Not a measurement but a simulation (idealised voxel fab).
Proc. module: voxel gate over fins
Square cells of 5 nm make up the cross-section cut, whose width is 290 nm.
The cross-sections in this document take the form of a grid made of square cells. They are written out as bands, in order from top to bottom. Each band consists of one or more rows of cells. Band: top and bottom heights (nm) first, top before bottom; then materials from left to right, widths in nm. "throughout" marks a sole material filling the band edge to edge. "blank" denotes empty space. Below 0: as-received wafer, all one material; heights counted from there. Lowest band: no bottom, goes on down, written "0 and below". A width given as "30->40" starts at the first number in the band's top row and ends at the second number in its bottom row, shifting by an equal amount at every step from row to row. Any step labelled "remains unaltered" changed none of the cells in the cross-section. So "Entrapped void list" is basically the list of trapped voids: any empty space of 8 cells or more that can't reach the top through an opening. They're written width x height at distance, the distance being from the left edge, and it's all nm. It should be noted that, on the line of a given step, the content following the step's settings is a remark produced by the simulator itself with respect to that step. Regarding "overlay nm": on a step with a mask, it is the distance the mask lay to the right of its planned place; a negative value places it to the left.

### Planned step list for the process
- 1: RECEIVE with material Si
- 2: CONFORMAL_DEP with material SiN, thk nm 5
- 3: MASKED_ETCH with tone cover, mask id FINS, width nm 15, pitch nm 40, etch materials SiN, depth nm 5, overlay nm 0
- 4: MASKED_ETCH with tone cover, mask id FINS, width nm 15, pitch nm 40, etch materials Si, depth nm 30, overlay nm 0
- 5: FILL_DEP with material SiO2, thk nm 10
- 6: CMP with height nm 5
- 7: SELECTIVE_ETCH with etch materials SiO2, depth nm 15
- 8: STRIP with etch materials SiN
- 9: CONFORMAL_DEP with material HfO2, thk nm 5
- 10: CONFORMAL_DEP with material TiN, thk nm 5
- 11: CONFORMAL_DEP with material TiAl, thk nm 5
- 12: CONFORMAL_DEP with material TiN, thk nm 5
- 13: FILL_DEP with material W, thk nm 10
- 14: CMP with height nm 25
- 15: CONFORMAL_DEP with material SiCN, thk nm 10

### as received, after step 1
- 0 and below  Si throughout
- Entrapped void list: none

### First of two wafers at the end of the module, shown in cross-section; run carried out as planned
- 35 down to 25  SiCN throughout
- 25 down to 20  W throughout
- 20 down to 15  W 95 nm, TiN 95 nm, W 100 nm
- 15 down to 10  W 95 nm, TiN 5 nm, TiAl 85 nm, TiN 5 nm, W 100 nm
- 10 down to 5  TiN 100 nm, TiAl 5 nm, TiN 35 nm, TiAl 5 nm, TiN 35 nm, TiAl 5 nm, TiN 105 nm
- 5 down to 0  TiAl 105 nm, TiN 5 nm, HfO2 25 nm, TiN 5 nm, TiAl 5 nm, TiN 5 nm, HfO2 25 nm, TiN 5 nm, TiAl 110 nm
- 0 down to -5  TiN 110 nm, HfO2 5 nm, Si 15 nm, HfO2 5 nm, TiN 15 nm, HfO2 5 nm, Si 15 nm, HfO2 5 nm, TiN 115 nm
- -5 down to -10  HfO2 115 nm, Si 15 nm, HfO2 25 nm, Si 15 nm, HfO2 120 nm
- -10 down to -30  SiO2 115 nm, Si 15 nm, SiO2 25 nm, Si 15 nm, SiO2 120 nm
- -30 and below  Si throughout
- Entrapped void list: none

### Cross-sectional image of the second wafer of the two following completion of the module. Starting state and process plan were the same as for the first wafer; one execution error occurred
- 35 down to 20  SiCN throughout
- 20 down to 15  SiCN 95 nm, TiN 95 nm, SiCN 100 nm
- 15 down to 10  SiCN 95 nm, TiN 5 nm, TiAl 85 nm, TiN 5 nm, SiCN 100 nm
- 10 down to 5  TiN 100 nm, TiAl 5 nm, TiN 35 nm, TiAl 5 nm, TiN 35 nm, TiAl 5 nm, TiN 105 nm
- 5 down to 0  TiAl 105 nm, TiN 5 nm, HfO2 25 nm, TiN 5 nm, TiAl 5 nm, TiN 5 nm, HfO2 25 nm, TiN 5 nm, TiAl 110 nm
- 0 down to -5  TiN 110 nm, HfO2 5 nm, Si 15 nm, HfO2 5 nm, TiN 15 nm, HfO2 5 nm, Si 15 nm, HfO2 5 nm, TiN 115 nm
- -5 down to -10  HfO2 115 nm, Si 15 nm, HfO2 25 nm, Si 15 nm, HfO2 120 nm
- -10 down to -30  SiO2 115 nm, Si 15 nm, SiO2 25 nm, Si 15 nm, SiO2 120 nm
- -30 and below  Si throughout
- Entrapped void list: none
Here's what went sideways: step 13 ran with different settings than intended, the actual operation and settings being FILL_DEP with material SiCN, thk nm 10
End of process, cell counts, second wafer against first, materials with more or fewer: SiCN: 136 more, W: 136 fewer
